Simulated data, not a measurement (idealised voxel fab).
The following process module bears the name voxel ribs on slabs.
Cross-section cut: width 170 nm, square cells of 5 nm.
Bands, listed from the top down, are how a cross-section gets written in this document; the cross-section itself is a grid of square cells, and a band is one or more rows of them. It is stipulated that each band's entry specify, in nanometres, the height of the top of the band and then that of its bottom, followed by the materials of the band in left-to-right sequence, each together with its width in nanometres. A single material marked by the word "throughout" is understood to fill the band from edge to edge; the word "empty" is understood to denote empty space. The level at which height equals 0 is the one under which the wafer, as it arrives, is entirely one material. No lower edge exists for the bottom band, which continues downward and is notated as in "0..down". With a width like "30..40", each row of cells in the band differs from the next by the same amount, the top row carrying the first number and the bottom row the second. Key: "remains unaltered" - step with no changed cell in the cross-section. The list in "Voids, sealed" covers empty spaces of 8 cells or more that cannot reach the top through any open way, and it gives each as width x height at distance; the distance is from the left edge, and width, height and distance are in nm. The remark found on a step's line after its settings is issued by the simulator itself and pertains to that step. For masked steps, "overlay nm" on the step line gives how far right of plan the mask actually lay; a minus sign means it lay to the left.

HERE'S WHAT THE PLANNED PROCESS STEPS LOOK LIKE
1,op RECEIVE | material Si
2,op DIRECTIONAL_DEP | material SiO2 | thk nm 30
3,op DIRECTIONAL_DEP | material polySi | thk nm 15
4,op PATTERN | tone cover | mask id RIB | material resist | width nm 25 | thk nm 20 | overlay nm 0
5,op DIRECTIONAL_ETCH | etch materials polySi | depth nm 5
6,op STRIP | etch materials resist
7,op DIRECTIONAL_DEP | material aC | thk nm 15
8,op PATTERN | tone cover | mask id SLAB | material resist | width nm 65 | thk nm 35 | overlay nm 0
9,op DIRECTIONAL_ETCH | etch materials aC | depth nm 15
10,op STRIP | etch materials resist
11,op DIRECTIONAL_ETCH | etch materials polySi | depth nm 10
12,op STRIP | etch materials aC
13,op FILL_DEP | material SiO2 | thk nm 25
14,op CMP | height nm 60
15,op DIRECTIONAL_DEP | material W | thk nm 5
16,op DIRECTIONAL_DEP | material aC | thk nm 10
17,op PATTERN | tone cover | mask id HEATER | material resist | width nm 35 | thk nm 30 | overlay nm 0
18,op DIRECTIONAL_ETCH | etch materials aC | depth nm 10
19,op STRIP | etch materials resist
20,op DIRECTIONAL_ETCH | etch materials W | depth nm 5
21,op STRIP | etch materials aC
22,op CONFORMAL_DEP | material SiN | thk nm 5

CROSS-SECTION: WAFER ON ARRIVAL = AFTER STEP 1
  0..down  Si throughout
  Voids, sealed: none

FIRST OF TWO WAFERS: CROSS-SECTION AT END OF MODULE, RUN PER PLAN
  70..65  empty (60), then SiN (45), then empty (65)
  65..60  SiN (65), then W (35), then SiN (70)
  60..45  SiO2 throughout
  45..40  SiO2 (70), then polySi (25), then SiO2 (75)
  40..30  SiO2 (50), then polySi (65), then SiO2 (55)
  30..0  SiO2 throughout
  0..down  Si throughout
  Voids, sealed: none

THIS IS THE SECOND OF THE TWO WAFERS, CROSS-SECTIONED AT THE END OF THE MODULE; IT STARTED EXACTLY LIKE THE FIRST AND WAS GIVEN THE SAME PLAN, BUT IT WAS RUN WITH ONE MISTAKE
  65..60  empty (65), then W (35), then empty (70)
  60..45  SiO2 throughout
  45..40  SiO2 (70), then polySi (25), then SiO2 (75)
  40..30  SiO2 (50), then polySi (65), then SiO2 (55)
  30..0  SiO2 throughout
  0..down  Si throughout
  Voids, sealed: none
Against the plan, the run slipped here: skipped: plan step 22 (never run)
Once processing is complete, comparing cell counts shows that the second wafer has more or fewer of certain materials than the first: SiN: 36 fewer
